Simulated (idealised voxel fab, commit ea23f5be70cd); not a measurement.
process module | voxel transistor to metal
cross-section cut | 150 nm wide | cells 5 nm
A cross-section is a grid of square cells, given in bands from the top down. A band is one or more rows of cells.
Each band's line starts with the height of the band's top and of its bottom, in nm. Then come its materials from left to right, each with its width in nm. One material with "throughout" fills the band from edge to edge. "air" is empty space.
Height 0 is the level under which the wafer as received is all one material. The lowest band goes on downwards, as in "0 down".
A width such as "30 to 40" changes by the same amount from each row of cells to the next, from the band's top row to its bottom row.
"no change" after a step means that no cell of the cross-section changed.
closed voids: empty space of 8 cells or more with no open way to the top, each as width x height at its distance from the left edge, in nm
after a step's settings: what the simulator itself notes on the step
overlay nm, on a step with a mask: how far to the right of its planned place the mask lay; to the left if negative
Each pair below shows a cross-section before one step and the cross-section after it, down to the lowest band that changed. The line under each pair gives the step between them, with its settings. The pairs can come from different runs of this module on the same starting wafer, so a pair continues from the pair above only where its "before" says so.
before
  0 down: Si throughout
  closed voids: none
after
  0 to -5: SiO2 throughout
  below -5: unchanged
  closed voids: none
the step between: op OXIDIZE | depth nm 5
before: the cross-section after the pair above
after
  10 to 0: SiN throughout
  below 0: unchanged
  closed voids: none
the step between: op CONFORMAL_DEP | material SiN | thk nm 10
before: the cross-section after the pair above
after
  10 to 0: air 20 | SiN 105 | air 25
  below 0: unchanged
  closed voids: none
the step between: op MASKED_ETCH | tone cover | mask id ACTIVE | width nm 105 | etch materials SiN | depth nm 10 | overlay nm 0
before: the cross-section after the pair above
after
  10 to 0: air 20 | SiN 105 | air 25
  0 to -5: air 20 | SiO2 105 | air 25
  below -5: unchanged
  closed voids: none
the step between: op MASKED_ETCH | tone cover | mask id ACTIVE | width nm 105 | etch materials SiO2 | depth nm 5 | overlay nm 0
before: the cross-section after the pair above
after
  10 to 0: air 20 | SiN 105 | air 25
  0 to -5: air 20 | SiO2 105 | air 25
  -5 to -30: air 20 | Si 105 | air 25
  below -30: unchanged
  closed voids: none
the step between: op MASKED_ETCH | tone cover | mask id ACTIVE | width nm 105 | etch materials Si | depth nm 25 | overlay nm 0
before: the cross-section after the pair above
after
  25 to 10: SiO2 throughout
  10 to 0: SiO2 20 | SiN 105 | SiO2 25
  0 to -5: SiO2 throughout
  -5 to -30: SiO2 20 | Si 105 | SiO2 25
  below -30: unchanged
  closed voids: none
the step between: op FILL_DEP | material SiO2 | thk nm 15
before: the cross-section after the pair above
after
  10 to 0: SiO2 20 | SiN 105 | SiO2 25
  below 0: unchanged
  closed voids: none
the step between: op CMP | height nm 10
before: the cross-section after the pair above
after
  10 to 0: air 20 | SiN 105 | air 25
  below 0: unchanged
  closed voids: none
the step between: op SELECTIVE_ETCH | etch materials SiO2 | depth nm 10
before: the cross-section after the pair above
after
  0 to -5: SiO2 throughout
  below -5: unchanged
  closed voids: none
the step between: op STRIP | etch materials SiN
before: the cross-section after the pair above
after
  -5 to -30: SiO2 20 | Si 105 | SiO2 25
  below -30: unchanged
  closed voids: none
the step between: op SELECTIVE_ETCH | etch materials SiO2 | depth nm 5
before: the cross-section after the pair above
after
  -5 to -10: SiO2 throughout
  below -10: unchanged
  closed voids: none
the step between: op OXIDIZE | depth nm 5
before: the cross-section after the pair above
after
  15 to -5: polySi throughout
  below -5: unchanged
  closed voids: none
the step between: op DIRECTIONAL_DEP | material polySi | thk nm 20
before: the cross-section after the pair above
after
  25 to 15: SiCN throughout
  below 15: unchanged
  closed voids: none
the step between: op DIRECTIONAL_DEP | material SiCN | thk nm 10
before: the cross-section after the pair above
after
  40 to 25: air 65 | resist 15 | air 70
  below 25: unchanged
  closed voids: none
the step between: op PATTERN | tone cover | mask id GATE | material resist | width nm 15 | thk nm 15 | overlay nm 0
before: the cross-section after the pair above
after
  40 to 25: air 65 | resist 15 | air 70
  25 to 15: air 65 | SiCN 15 | air 70
  below 15: unchanged
  closed voids: none
the step between: op DIRECTIONAL_ETCH | etch materials SiCN | depth nm 20
before: the cross-section after the pair above
after
  40 to 25: air 65 | resist 15 | air 70
  25 to 15: air 65 | SiCN 15 | air 70
  15 to -5: air 65 | polySi 15 | air 70
  below -5: unchanged
  closed voids: none
the step between: op DIRECTIONAL_ETCH | etch materials polySi | depth nm 30
before: the cross-section after the pair above
after
  25 to 15: air 65 | SiCN 15 | air 70
  below 15: unchanged
  closed voids: none
the step between: op STRIP | etch materials resist
before: the cross-section after the pair above
after
  30 to 25: air 60 | SiO2 25 | air 65
  25 to 15: air 60 | SiO2 5 | SiCN 15 | SiO2 5 | air 65
  15 to 0: air 60 | SiO2 5 | polySi 15 | SiO2 5 | air 65
  0 to -5: SiO2 65 | polySi 15 | SiO2 70
  below -5: unchanged
  closed voids: none
the step between: op CONFORMAL_DEP | material SiO2 | thk nm 5
before: the cross-section after the pair above
after
  25 to 15: air 60 | SiO2 5 | SiCN 15 | SiO2 5 | air 65
  15 to -5: air 60 | SiO2 5 | polySi 15 | SiO2 5 | air 65
  below -5: unchanged
  closed voids: none
the step between: op DIRECTIONAL_ETCH | etch materials SiO2 | depth nm 5
before: the cross-section after the pair above
after
  35 to 25: air 50 | SiN 45 | air 55
  25 to 15: air 50 | SiN 10 | SiO2 5 | SiCN 15 | SiO2 5 | SiN 10 | air 55
  15 to 5: air 50 | SiN 10 | SiO2 5 | polySi 15 | SiO2 5 | SiN 10 | air 55
  5 to -5: SiN 60 | SiO2 5 | polySi 15 | SiO2 5 | SiN 65
  below -5: unchanged
  closed voids: none
the step between: op CONFORMAL_DEP | material SiN | thk nm 10
before: the cross-section after the pair above
after
  25 to 15: air 50 | SiN 10 | SiO2 5 | SiCN 15 | SiO2 5 | SiN 10 | air 55
  15 to -5: air 50 | SiN 10 | SiO2 5 | polySi 15 | SiO2 5 | SiN 10 | air 55
  below -5: unchanged
  closed voids: none
the step between: op DIRECTIONAL_ETCH | etch materials SiN | depth nm 10
before: the cross-section after the pair above
after
  25 to 20: air 50 | SiN 10 | air 5 | SiCN 15 | air 5 | SiN 10 | air 55
  20 to 15: air 50 | SiN 10 | SiO2 5 | SiCN 15 | SiO2 5 | SiN 10 | air 55
  15 to -5: air 50 | SiN 10 | SiO2 5 | polySi 15 | SiO2 5 | SiN 10 | air 55
  -5 to -10: air 50 | SiO2 45 | air 55
  below -10: unchanged
  closed voids: none
the step between: op DIRECTIONAL_ETCH | etch materials SiO2 | depth nm 5
before: the cross-section after the pair above
after
  25 to 20: air 50 | SiN 10 | air 5 | SiCN 15 | air 5 | SiN 10 | air 55
  20 to 15: air 50 | SiN 10 | SiO2 5 | SiCN 15 | SiO2 5 | SiN 10 | air 55
  15 to -5: air 50 | SiN 10 | SiO2 5 | polySi 15 | SiO2 5 | SiN 10 | air 55
  -5 to -10: air 50 | SiO2 45 | air 55
  -10 to -15: SiO2 20 | air 30 | Si 45 | air 30 | SiO2 25
  below -15: unchanged
  closed voids: none
the step between: op DIRECTIONAL_ETCH | etch materials Si | depth nm 5
before: the cross-section after the pair above
after
  25 to 20: air 50 | SiN 10 | air 5 | SiCN 15 | air 5 | SiN 10 | air 55
  20 to 15: air 50 | SiN 10 | SiO2 5 | SiCN 15 | SiO2 5 | SiN 10 | air 55
  15 to -5: air 50 | SiN 10 | SiO2 5 | polySi 15 | SiO2 5 | SiN 10 | air 55
  -5 to -10: air 45 | SiGe 5 | SiO2 45 | SiGe 5 | air 50
  -10 to -15: SiO2 20 | SiGe 30 | Si 45 | SiGe 30 | SiO2 25
  below -15: unchanged
  closed voids: none
the step between: op EPI | material SiGe | thk nm 5
before: the cross-section after the pair above
after
  30 to 25: SiO2 throughout
  25 to 15: SiO2 50 | SiN 10 | SiO2 5 | SiCN 15 | SiO2 5 | SiN 10 | SiO2 55
  15 to -5: SiO2 50 | SiN 10 | SiO2 5 | polySi 15 | SiO2 5 | SiN 10 | SiO2 55
  -5 to -10: SiO2 45 | SiGe 5 | SiO2 45 | SiGe 5 | SiO2 50
  below -10: unchanged
  closed voids: none
the step between: op FILL_DEP | material SiO2 | thk nm 5
before: the cross-section after the pair above
after
  25 to 15: SiO2 50 | SiN 10 | SiO2 5 | SiCN 15 | SiO2 5 | SiN 10 | SiO2 55
  below 15: unchanged
  closed voids: none
the step between: op CMP | height nm 25
before: the cross-section after the pair above
after
  35 to 25: SiO2 throughout
  below 25: unchanged
  closed voids: none
the step between: op DIRECTIONAL_DEP | material SiO2 | thk nm 10
before: the cross-section after the pair above
after
  50 to 35: aC throughout
  below 35: unchanged
  closed voids: none
the step between: op DIRECTIONAL_DEP | material aC | thk nm 15
before: the cross-section after the pair above
after
  85 to 50: resist 30 | air 30 | resist 25 | air 30 | resist 35
  below 50: unchanged
  closed voids: none
the step between: op PATTERN | tone open | mask id CONTACT | material resist | width nm 30 | pitch nm 55 | thk nm 35 | overlay nm 0
before: the cross-section after the pair above
after
  70 to 50: resist 30 | air 30 | resist 25 | air 30 | resist 35
  50 to 35: aC 30 | air 30 | aC 25 | air 30 | aC 35
  below 35: unchanged
  closed voids: none
the step between: op DIRECTIONAL_ETCH | etch materials aC | depth nm 15
before: the cross-section after the pair above
after
  50 to 35: aC 30 | air 30 | aC 25 | air 30 | aC 35
  below 35: unchanged
  closed voids: none
the step between: op STRIP | etch materials resist
before: the cross-section after the pair above
after
  50 to 35: aC 30 | air 30 | aC 25 | air 30 | aC 35
  35 to 25: SiO2 30 | air 30 | SiO2 25 | air 30 | SiO2 35
  25 to 15: SiO2 30 | air 20 | SiN 10 | SiO2 5 | SiCN 15 | SiO2 5 | SiN 10 | air 20 | SiO2 35
  15 to -5: SiO2 30 | air 20 | SiN 10 | SiO2 5 | polySi 15 | SiO2 5 | SiN 10 | air 20 | SiO2 35
  -5 to -10: SiO2 30 | air 15 | SiGe 5 | SiO2 45 | SiGe 5 | air 15 | SiO2 35
  below -10: unchanged
  closed voids: none
the step between: op DIRECTIONAL_ETCH | etch materials SiO2 | depth nm 45
before: the cross-section after the pair above
after
  35 to 25: SiO2 30 | air 30 | SiO2 25 | air 30 | SiO2 35
  below 25: unchanged
  closed voids: none
the step between: op STRIP | etch materials aC
before: the cross-section after the pair above
after
  40 to 35: TiN 35 | air 20 | TiN 35 | air 20 | TiN 40
  35 to 25: SiO2 30 | TiN 5 | air 20 to 10 | TiN 5 to 15 | SiO2 25 | TiN 5 to 15 | air 20 to 10 | TiN 5 | SiO2 35
  25 to 15: SiO2 30 | TiN 5 | air 10 | TiN 5 | SiN 10 | SiO2 5 | SiCN 15 | SiO2 5 | SiN 10 | TiN 5 | air 10 | TiN 5 | SiO2 35
  15 to 0: SiO2 30 | TiN 5 | air 10 | TiN 5 | SiN 10 | SiO2 5 | polySi 15 | SiO2 5 | SiN 10 | TiN 5 | air 10 | TiN 5 | SiO2 35
  0 to -5: SiO2 30 | TiN 5 | air 5 | TiN 10 | SiN 10 | SiO2 5 | polySi 15 | SiO2 5 | SiN 10 | TiN 10 | air 5 | TiN 5 | SiO2 35
  -5 to -10: SiO2 30 | TiN 15 | SiGe 5 | SiO2 45 | SiGe 5 | TiN 15 | SiO2 35
  below -10: unchanged
  closed voids: none
the step between: op CONFORMAL_DEP | material TiN | thk nm 5
before: the cross-section after the pair above
after
  45 to 40: W throughout
  40 to 35: TiN 35 | W 20 | TiN 35 | W 20 | TiN 40
  35 to 25: SiO2 30 | TiN 5 | W 20 to 10 | TiN 5 to 15 | SiO2 25 | TiN 5 to 15 | W 20 to 10 | TiN 5 | SiO2 35
  25 to 15: SiO2 30 | TiN 5 | W 10 | TiN 5 | SiN 10 | SiO2 5 | SiCN 15 | SiO2 5 | SiN 10 | TiN 5 | W 10 | TiN 5 | SiO2 35
  15 to 0: SiO2 30 | TiN 5 | W 10 | TiN 5 | SiN 10 | SiO2 5 | polySi 15 | SiO2 5 | SiN 10 | TiN 5 | W 10 | TiN 5 | SiO2 35
  0 to -5: SiO2 30 | TiN 5 | W 5 | TiN 10 | SiN 10 | SiO2 5 | polySi 15 | SiO2 5 | SiN 10 | TiN 10 | W 5 | TiN 5 | SiO2 35
  below -5: unchanged
  closed voids: none
the step between: op FILL_DEP | material W | thk nm 5
before: the cross-section after the pair above
after
  35 to 25: SiO2 30 | TiN 5 | W 20 to 10 | TiN 5 to 15 | SiO2 25 | TiN 5 to 15 | W 20 to 10 | TiN 5 | SiO2 35
  below 25: unchanged
  closed voids: none
the step between: op CMP | height nm 35
before: the cross-section after the pair above
after
  40 to 35: TiN throughout
  below 35: unchanged
  closed voids: none
the step between: op DIRECTIONAL_DEP | material TiN | thk nm 5
before: the cross-section after the pair above
after
  55 to 40: Ru throughout
  below 40: unchanged
  closed voids: none
the step between: op DIRECTIONAL_DEP | material Ru | thk nm 15
before: the cross-section after the pair above
after
  75 to 55: air 30 | resist 15 | air 55 | resist 15 | air 35
  below 55: unchanged
  closed voids: none
the step between: op PATTERN | tone cover | mask id METAL_1 | material resist | width nm 15 | pitch nm 70 | thk nm 20 | overlay nm 0
before: the cross-section after the pair above
after
  75 to 55: air 30 | resist 15 | air 55 | resist 15 | air 35
  55 to 40: air 30 | Ru 15 | air 55 | Ru 15 | air 35
  below 40: unchanged
  closed voids: none
the step between: op DIRECTIONAL_ETCH | etch materials Ru | depth nm 15
before: the cross-section after the pair above
after
  75 to 55: air 30 | resist 15 | air 55 | resist 15 | air 35
  55 to 40: air 30 | Ru 15 | air 55 | Ru 15 | air 35
  40 to 35: air 30 | TiN 15 | air 55 | TiN 15 | air 35
  below 35: unchanged
  closed voids: none
the step between: op DIRECTIONAL_ETCH | etch materials TiN | depth nm 5
before: the cross-section after the pair above
after
  55 to 40: air 30 | Ru 15 | air 55 | Ru 15 | air 35
  below 40: unchanged
  closed voids: none
the step between: op STRIP | etch materials resist
before: the cross-section after the pair above
after
  60 to 55: air 25 | SiCN 25 | air 45 | SiCN 25 | air 30
  55 to 40: air 25 | SiCN 5 | Ru 15 | SiCN 5 | air 45 | SiCN 5 | Ru 15 | SiCN 5 | air 30
  40 to 35: SiCN 30 | TiN 15 | SiCN 55 | TiN 15 | SiCN 35
  below 35: unchanged
  closed voids: none
the step between: op CONFORMAL_DEP | material SiCN | thk nm 5
before: the cross-section after the pair above
after
  70 to 60: lowk throughout
  60 to 55: lowk 25 | SiCN 25 | lowk 45 | SiCN 25 | lowk 30
  55 to 40: lowk 25 | SiCN 5 | Ru 15 | SiCN 5 | lowk 45 | SiCN 5 | Ru 15 | SiCN 5 | lowk 30
  below 40: unchanged
  closed voids: none
the step between: op FILL_DEP | material lowk | thk nm 10
before: the cross-section after the pair above
after
  55 to 40: lowk 25 | SiCN 5 | Ru 15 | SiCN 5 | lowk 45 | SiCN 5 | Ru 15 | SiCN 5 | lowk 30
  below 40: unchanged
  closed voids: none
the step between: op CMP | height nm 55
before: the cross-section after the pair above
after
  60 to 55: SiCN throughout
  below 55: unchanged
  closed voids: none
the step between: op CONFORMAL_DEP | material SiCN | thk nm 5
before: the cross-section after the pair above
after
  95 to 60: SiO2 throughout
  below 60: unchanged
  closed voids: none
the step between: op DIRECTIONAL_DEP | material SiO2 | thk nm 35
before: the cross-section after the pair above
after
  115 to 95: resist 30 | air 15 | resist 55 | air 15 | resist 35
  below 95: unchanged
  closed voids: none
the step between: op PATTERN | tone open | mask id METAL_2 | material resist | width nm 15 | pitch nm 70 | thk nm 20 | overlay nm 0
before: the cross-section after the pair above
after
  115 to 95: resist 30 | air 15 | resist 55 | air 15 | resist 35
  95 to 75: SiO2 30 | air 15 | SiO2 55 | air 15 | SiO2 35
  below 75: unchanged
  closed voids: none
the step between: op DIRECTIONAL_ETCH | etch materials SiO2 | depth nm 20
before: the cross-section after the pair above
after
  95 to 75: SiO2 30 | air 15 | SiO2 55 | air 15 | SiO2 35
  below 75: unchanged
  closed voids: none
the step between: op STRIP | etch materials resist
before: the cross-section after the pair above
after
  105 to 95: aC 30 | air 15 | aC 55 | air 15 | aC 35
  95 to 85: SiO2 30 | air 15 | SiO2 55 | air 15 | SiO2 35
  85 to 75: SiO2 30 | aC 15 | SiO2 55 | aC 15 | SiO2 35
  below 75: unchanged
  closed voids: none
the step between: op DIRECTIONAL_DEP | material aC | thk nm 10
before: the cross-section after the pair above
after
  135 to 105: resist 30 | air 15 | resist 55 | air 15 | resist 35
  below 105: unchanged
  closed voids: none
the step between: op PATTERN | tone open | mask id METAL_2_HOLES | material resist | width nm 15 | pitch nm 70 | thk nm 30 | overlay nm 0
before: the cross-section after the pair above
after
  125 to 105: resist 30 | air 15 | resist 55 | air 15 | resist 35
  105 to 95: aC 30 | air 15 | aC 55 | air 15 | aC 35
  95 to 75: SiO2 30 | air 15 | SiO2 55 | air 15 | SiO2 35
  below 75: unchanged
  closed voids: none
the step between: op DIRECTIONAL_ETCH | etch materials aC | depth nm 10
before: the cross-section after the pair above
after
  105 to 95: aC 30 | air 15 | aC 55 | air 15 | aC 35
  below 95: unchanged
  closed voids: none
the step between: op STRIP | etch materials resist
before: the cross-section after the pair above
after
  105 to 95: aC 30 | air 15 | aC 55 | air 15 | aC 35
  95 to 60: SiO2 30 | air 15 | SiO2 55 | air 15 | SiO2 35
  below 60: unchanged
  closed voids: none
the step between: op DIRECTIONAL_ETCH | etch materials SiO2 | depth nm 15
before: the cross-section after the pair above
after
  105 to 95: aC 30 | air 15 | aC 55 | air 15 | aC 35
  95 to 60: SiO2 30 | air 15 | SiO2 55 | air 15 | SiO2 35
  60 to 55: SiCN 30 | air 15 | SiCN 55 | air 15 | SiCN 35
  below 55: unchanged
  closed voids: none
the step between: op DIRECTIONAL_ETCH | etch materials SiCN | depth nm 5
before: the cross-section after the pair above
after
  95 to 60: SiO2 30 | air 15 | SiO2 55 | air 15 | SiO2 35
  below 60: unchanged
  closed voids: none
the step between: op STRIP | etch materials aC
before: the cross-section after the pair above
after
  100 to 95: TiN 35 | air 5 | TiN 65 | air 5 | TiN 40
  95 to 60: SiO2 30 | TiN 5 | air 5 | TiN 5 | SiO2 55 | TiN 5 | air 5 | TiN 5 | SiO2 35
  60 to 55: SiCN 30 | TiN 15 | SiCN 55 | TiN 15 | SiCN 35
  below 55: unchanged
  closed voids: none
the step between: op CONFORMAL_DEP | material TiN | thk nm 5
before: the cross-section after the pair above
after
  105 to 100: Cu throughout
  100 to 95: TiN 35 | Cu 5 | TiN 65 | Cu 5 | TiN 40
  95 to 60: SiO2 30 | TiN 5 | Cu 5 | TiN 5 | SiO2 55 | TiN 5 | Cu 5 | TiN 5 | SiO2 35
  below 60: unchanged
  closed voids: none
the step between: op FILL_DEP | material Cu | thk nm 5
before: the cross-section after the pair above
after
  95 to 60: SiO2 30 | TiN 5 | Cu 5 | TiN 5 | SiO2 55 | TiN 5 | Cu 5 | TiN 5 | SiO2 35
  below 60: unchanged
  closed voids: none
the step between: op CMP | height nm 95
before: the cross-section after the pair above
after
  100 to 95: SiCN throughout
  below 95: unchanged
  closed voids: none
the step between: op CONFORMAL_DEP | material SiCN | thk nm 5
before
  70 to 60: lowk throughout
  60 to 55: lowk 25 | SiCN 25 | lowk 45 | SiCN 25 | lowk 30
  55 to 40: lowk 25 | SiCN 5 | Ru 15 | SiCN 5 | lowk 45 | SiCN 5 | Ru 15 | SiCN 5 | lowk 30
  40 to 35: SiCN 30 | TiN 15 | SiCN 55 | TiN 15 | SiCN 35
  35 to 25: SiO2 30 | TiN 5 | W 20 to 10 | TiN 5 to 15 | SiO2 25 | TiN 5 to 15 | W 20 to 10 | TiN 5 | SiO2 35
  25 to 15: SiO2 30 | TiN 5 | W 10 | TiN 5 | SiN 10 | SiO2 5 | SiCN 15 | SiO2 5 | SiN 10 | TiN 5 | W 10 | TiN 5 | SiO2 35
  15 to 0: SiO2 30 | TiN 5 | W 10 | TiN 5 | SiN 10 | SiO2 5 | polySi 15 | SiO2 5 | SiN 10 | TiN 5 | W 10 | TiN 5 | SiO2 35
  0 to -5: SiO2 30 | TiN 5 | W 5 | TiN 10 | SiN 10 | SiO2 5 | polySi 15 | SiO2 5 | SiN 10 | TiN 10 | W 5 | TiN 5 | SiO2 35
  -5 to -10: SiO2 30 | TiN 15 | SiGe 5 | SiO2 45 | SiGe 5 | TiN 15 | SiO2 35
  -10 to -15: SiO2 20 | SiGe 30 | Si 45 | SiGe 30 | SiO2 25
  -15 to -30: SiO2 20 | Si 105 | SiO2 25
  -30 down: Si throughout
  closed voids: none
after
  75 to 70: SiCN throughout
  below 70: unchanged
  closed voids: none
the step between: op CONFORMAL_DEP | material SiCN | thk nm 5
before: the cross-section after the pair above
after
  110 to 75: SiO2 throughout
  below 75: unchanged
  closed voids: none
the step between: op DIRECTIONAL_DEP | material SiO2 | thk nm 35
before: the cross-section after the pair above
after
  130 to 110: resist 30 | air 15 | resist 55 | air 15 | resist 35
  below 110: unchanged
  closed voids: none
the step between: op PATTERN | tone open | mask id METAL_2 | material resist | width nm 15 | pitch nm 70 | thk nm 20 | overlay nm 0
before: the cross-section after the pair above
after
  130 to 110: resist 30 | air 15 | resist 55 | air 15 | resist 35
  110 to 90: SiO2 30 | air 15 | SiO2 55 | air 15 | SiO2 35
  below 90: unchanged
  closed voids: none
the step between: op DIRECTIONAL_ETCH | etch materials SiO2 | depth nm 20
before: the cross-section after the pair above
after
  110 to 90: SiO2 30 | air 15 | SiO2 55 | air 15 | SiO2 35
  below 90: unchanged
  closed voids: none
the step between: op STRIP | etch materials resist
before: the cross-section after the pair above
after
  120 to 110: aC 30 | air 15 | aC 55 | air 15 | aC 35
  110 to 100: SiO2 30 | air 15 | SiO2 55 | air 15 | SiO2 35
  100 to 90: SiO2 30 | aC 15 | SiO2 55 | aC 15 | SiO2 35
  below 90: unchanged
  closed voids: none
the step between: op DIRECTIONAL_DEP | material aC | thk nm 10
before: the cross-section after the pair above
after
  150 to 120: resist 30 | air 15 | resist 55 | air 15 | resist 35
  below 120: unchanged
  closed voids: none
the step between: op PATTERN | tone open | mask id METAL_2_HOLES | material resist | width nm 15 | pitch nm 70 | thk nm 30 | overlay nm 0
before: the cross-section after the pair above
after
  140 to 120: resist 30 | air 15 | resist 55 | air 15 | resist 35
  120 to 110: aC 30 | air 15 | aC 55 | air 15 | aC 35
  110 to 90: SiO2 30 | air 15 | SiO2 55 | air 15 | SiO2 35
  below 90: unchanged
  closed voids: none
the step between: op DIRECTIONAL_ETCH | etch materials aC | depth nm 10
before: the cross-section after the pair above
after
  120 to 110: aC 30 | air 15 | aC 55 | air 15 | aC 35
  below 110: unchanged
  closed voids: none
the step between: op STRIP | etch materials resist
before: the cross-section after the pair above
after
  120 to 110: aC 30 | air 15 | aC 55 | air 15 | aC 35
  110 to 75: SiO2 30 | air 15 | SiO2 55 | air 15 | SiO2 35
  below 75: unchanged
  closed voids: none
the step between: op DIRECTIONAL_ETCH | etch materials SiO2 | depth nm 15
before: the cross-section after the pair above
after
  120 to 110: aC 30 | air 15 | aC 55 | air 15 | aC 35
  110 to 75: SiO2 30 | air 15 | SiO2 55 | air 15 | SiO2 35
  75 to 70: SiCN 30 | air 15 | SiCN 55 | air 15 | SiCN 35
  below 70: unchanged
  closed voids: none
the step between: op DIRECTIONAL_ETCH | etch materials SiCN | depth nm 5
before: the cross-section after the pair above
after
  110 to 75: SiO2 30 | air 15 | SiO2 55 | air 15 | SiO2 35
  below 75: unchanged
  closed voids: none
the step between: op STRIP | etch materials aC
before: the cross-section after the pair above
after
  115 to 110: TiN 35 | air 5 | TiN 65 | air 5 | TiN 40
  110 to 75: SiO2 30 | TiN 5 | air 5 | TiN 5 | SiO2 55 | TiN 5 | air 5 | TiN 5 | SiO2 35
  75 to 70: SiCN 30 | TiN 15 | SiCN 55 | TiN 15 | SiCN 35
  below 70: unchanged
  closed voids: none
the step between: op CONFORMAL_DEP | material TiN | thk nm 5
before: the cross-section after the pair above
after
  120 to 115: Cu throughout
  115 to 110: TiN 35 | Cu 5 | TiN 65 | Cu 5 | TiN 40
  110 to 75: SiO2 30 | TiN 5 | Cu 5 | TiN 5 | SiO2 55 | TiN 5 | Cu 5 | TiN 5 | SiO2 35
  below 75: unchanged
  closed voids: none
the step between: op FILL_DEP | material Cu | thk nm 5
before: the cross-section after the pair above
after
  95 to 75: SiO2 30 | TiN 5 | Cu 5 | TiN 5 | SiO2 55 | TiN 5 | Cu 5 | TiN 5 | SiO2 35
  below 75: unchanged
  closed voids: none
the step between: op CMP | height nm 95
before: the cross-section after the pair above
after
  100 to 95: SiCN throughout
  below 95: unchanged
  closed voids: none
the step between: op CONFORMAL_DEP | material SiCN | thk nm 5
before
  10 to 0: air 20 | SiN 105 | air 25
  0 to -5: air 20 | SiO2 105 | air 25
  -5 to -30: air 20 | Si 105 | air 25
  -30 down: Si throughout
  closed voids: none
after
  10 to 0: air 20 | SiN 105 | air 25
  0 to -5: air 20 | SiO2 105 | air 25
  -5 to -55: air 20 | Si 105 | air 25
  below -55: unchanged
  closed voids: none
the step between: op MASKED_ETCH | tone cover | mask id ACTIVE | width nm 105 | etch materials Si | depth nm 25 | overlay nm 0
before: the cross-section after the pair above
after
  25 to 10: SiO2 throughout
  10 to 0: SiO2 20 | SiN 105 | SiO2 25
  0 to -5: SiO2 throughout
  -5 to -55: SiO2 20 | Si 105 | SiO2 25
  below -55: unchanged
  closed voids: none
the step between: op FILL_DEP | material SiO2 | thk nm 15
before: the cross-section after the pair above
after
  10 to 0: SiO2 20 | SiN 105 | SiO2 25
  below 0: unchanged
  closed voids: none
the step between: op CMP | height nm 10
before: the cross-section after the pair above
after
  10 to 0: air 20 | SiN 105 | air 25
  below 0: unchanged
  closed voids: none
the step between: op SELECTIVE_ETCH | etch materials SiO2 | depth nm 10
before: the cross-section after the pair above
after
  0 to -5: SiO2 throughout
  below -5: unchanged
  closed voids: none
the step between: op STRIP | etch materials SiN
before: the cross-section after the pair above
after
  -5 to -55: SiO2 20 | Si 105 | SiO2 25
  below -55: unchanged
  closed voids: none
the step between: op SELECTIVE_ETCH | etch materials SiO2 | depth nm 5
before: the cross-section after the pair above
after
  -5 to -10: SiO2 throughout
  below -10: unchanged
  closed voids: none
the step between: op OXIDIZE | depth nm 5
before: the cross-section after the pair above
after
  15 to -5: polySi throughout
  below -5: unchanged
  closed voids: none
the step between: op DIRECTIONAL_DEP | material polySi | thk nm 20
before: the cross-section after the pair above
after
  25 to 15: SiCN throughout
  below 15: unchanged
  closed voids: none
the step between: op DIRECTIONAL_DEP | material SiCN | thk nm 10
before: the cross-section after the pair above
after
  40 to 25: air 65 | resist 15 | air 70
  below 25: unchanged
  closed voids: none
the step between: op PATTERN | tone cover | mask id GATE | material resist | width nm 15 | thk nm 15 | overlay nm 0
before: the cross-section after the pair above
after
  40 to 25: air 65 | resist 15 | air 70
  25 to 15: air 65 | SiCN 15 | air 70
  below 15: unchanged
  closed voids: none
the step between: op DIRECTIONAL_ETCH | etch materials SiCN | depth nm 20
before: the cross-section after the pair above
after
  40 to 25: air 65 | resist 15 | air 70
  25 to 15: air 65 | SiCN 15 | air 70
  15 to -5: air 65 | polySi 15 | air 70
  below -5: unchanged
  closed voids: none
the step between: op DIRECTIONAL_ETCH | etch materials polySi | depth nm 30
before: the cross-section after the pair above
after
  25 to 15: air 65 | SiCN 15 | air 70
  below 15: unchanged
  closed voids: none
the step between: op STRIP | etch materials resist
before: the cross-section after the pair above
after
  30 to 25: air 60 | SiO2 25 | air 65
  25 to 15: air 60 | SiO2 5 | SiCN 15 | SiO2 5 | air 65
  15 to 0: air 60 | SiO2 5 | polySi 15 | SiO2 5 | air 65
  0 to -5: SiO2 65 | polySi 15 | SiO2 70
  below -5: unchanged
  closed voids: none
the step between: op CONFORMAL_DEP | material SiO2 | thk nm 5
before: the cross-section after the pair above
after
  25 to 15: air 60 | SiO2 5 | SiCN 15 | SiO2 5 | air 65
  15 to -5: air 60 | SiO2 5 | polySi 15 | SiO2 5 | air 65
  below -5: unchanged
  closed voids: none
the step between: op DIRECTIONAL_ETCH | etch materials SiO2 | depth nm 5
before: the cross-section after the pair above
after
  35 to 25: air 50 | SiN 45 | air 55
  25 to 15: air 50 | SiN 10 | SiO2 5 | SiCN 15 | SiO2 5 | SiN 10 | air 55
  15 to 5: air 50 | SiN 10 | SiO2 5 | polySi 15 | SiO2 5 | SiN 10 | air 55
  5 to -5: SiN 60 | SiO2 5 | polySi 15 | SiO2 5 | SiN 65
  below -5: unchanged
  closed voids: none
the step between: op CONFORMAL_DEP | material SiN | thk nm 10
before: the cross-section after the pair above
after
  25 to 15: air 50 | SiN 10 | SiO2 5 | SiCN 15 | SiO2 5 | SiN 10 | air 55
  15 to -5: air 50 | SiN 10 | SiO2 5 | polySi 15 | SiO2 5 | SiN 10 | air 55
  below -5: unchanged
  closed voids: none
the step between: op DIRECTIONAL_ETCH | etch materials SiN | depth nm 10
before: the cross-section after the pair above
after
  25 to 20: air 50 | SiN 10 | air 5 | SiCN 15 | air 5 | SiN 10 | air 55
  20 to 15: air 50 | SiN 10 | SiO2 5 | SiCN 15 | SiO2 5 | SiN 10 | air 55
  15 to -5: air 50 | SiN 10 | SiO2 5 | polySi 15 | SiO2 5 | SiN 10 | air 55
  -5 to -10: air 50 | SiO2 45 | air 55
  below -10: unchanged
  closed voids: none
the step between: op DIRECTIONAL_ETCH | etch materials SiO2 | depth nm 5
before: the cross-section after the pair above
after
  25 to 20: air 50 | SiN 10 | air 5 | SiCN 15 | air 5 | SiN 10 | air 55
  20 to 15: air 50 | SiN 10 | SiO2 5 | SiCN 15 | SiO2 5 | SiN 10 | air 55
  15 to -5: air 50 | SiN 10 | SiO2 5 | polySi 15 | SiO2 5 | SiN 10 | air 55
  -5 to -10: air 50 | SiO2 45 | air 55
  -10 to -15: SiO2 20 | air 30 | Si 45 | air 30 | SiO2 25
  below -15: unchanged
  closed voids: none
the step between: op DIRECTIONAL_ETCH | etch materials Si | depth nm 5
before: the cross-section after the pair above
after
  25 to 20: air 50 | SiN 10 | air 5 | SiCN 15 | air 5 | SiN 10 | air 55
  20 to 15: air 50 | SiN 10 | SiO2 5 | SiCN 15 | SiO2 5 | SiN 10 | air 55
  15 to -5: air 50 | SiN 10 | SiO2 5 | polySi 15 | SiO2 5 | SiN 10 | air 55
  -5 to -10: air 45 | SiGe 5 | SiO2 45 | SiGe 5 | air 50
  -10 to -15: SiO2 20 | SiGe 30 | Si 45 | SiGe 30 | SiO2 25
  below -15: unchanged
  closed voids: none
the step between: op EPI | material SiGe | thk nm 5
